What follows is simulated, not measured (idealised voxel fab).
This section sets out a process module, namely voxel double patterning.
We display cut, a cross-section 175 nm in width whose square cells are each 5 nm.
Cross-section spec: square-cell grid; bands listed top down; each band is one or more rows. The entry gives the band's vertical extent as a top height and a bottom height in nm, then its horizontal make-up as materials from left to right, each with a width in nm. "empty" stands for empty space; a single material marked "everywhere" fills the band edge to edge. For the purposes of this specification, 0 denotes the height below which the wafer in its as-received condition is composed wholly of one material, and the lowermost band, lacking a lower limit, extends downward without end, as expressed in "0 -> down". Note: "30->40" means the width goes from the first number (top row of the band) to the second number (bottom row) in equal steps per row of cells. Key: "no alterations made" - step with no changed cell in the cross-section. Completely sealed voids: empty space of 8 cells or more with no open way to the top, each as width x height at its distance from the left edge, in nm. Where a step's line continues beyond its settings, the continuation is a remark by the simulator itself on that step. The "overlay nm" setting may appear on a step's line; for a step that uses a mask, it gives how far to the right of its planned position the mask lay, and a negative value indicates the left.
# Planned step list for the process
1) RECEIVE,material Si
2) CONFORMAL_DEP,material SiN,thk nm 10
3) DIRECTIONAL_DEP,material SiO2,thk nm 15
4) DIRECTIONAL_DEP,material SiCN,thk nm 5
5) MASKED_ETCH,tone open,mask id FIRST,width nm 15,pitch nm 50,etch materials SiCN,depth nm 5,overlay nm 0
6) DIRECTIONAL_DEP,material aC,thk nm 15
7) PATTERN,tone open,mask id SECOND,material resist,width nm 15,thk nm 35,overlay nm 0
8) DIRECTIONAL_ETCH,etch materials aC,depth nm 15
9) STRIP,etch materials resist
10) DIRECTIONAL_ETCH,etch materials SiCN,depth nm 5
11) STRIP,etch materials aC
12) DIRECTIONAL_ETCH,etch materials SiO2,depth nm 15
13) STRIP,etch materials SiCN
# as received, after step 1
0 -> down = Si everywhere
Completely sealed voids: none
# One mistake in running the module, otherwise start and plan as above: cross-section at the end
25 -> 10 = SiO2=55, then empty=30, then SiO2=20, then empty=15, then SiO2=55
10 -> 0 = SiN everywhere
0 -> down = Si everywhere
Completely sealed voids: none
Where did the run depart from the plan? step 7 ran as: PATTERN,tone open,mask id SECOND,material resist,width nm 15,thk nm 35,overlay nm -10
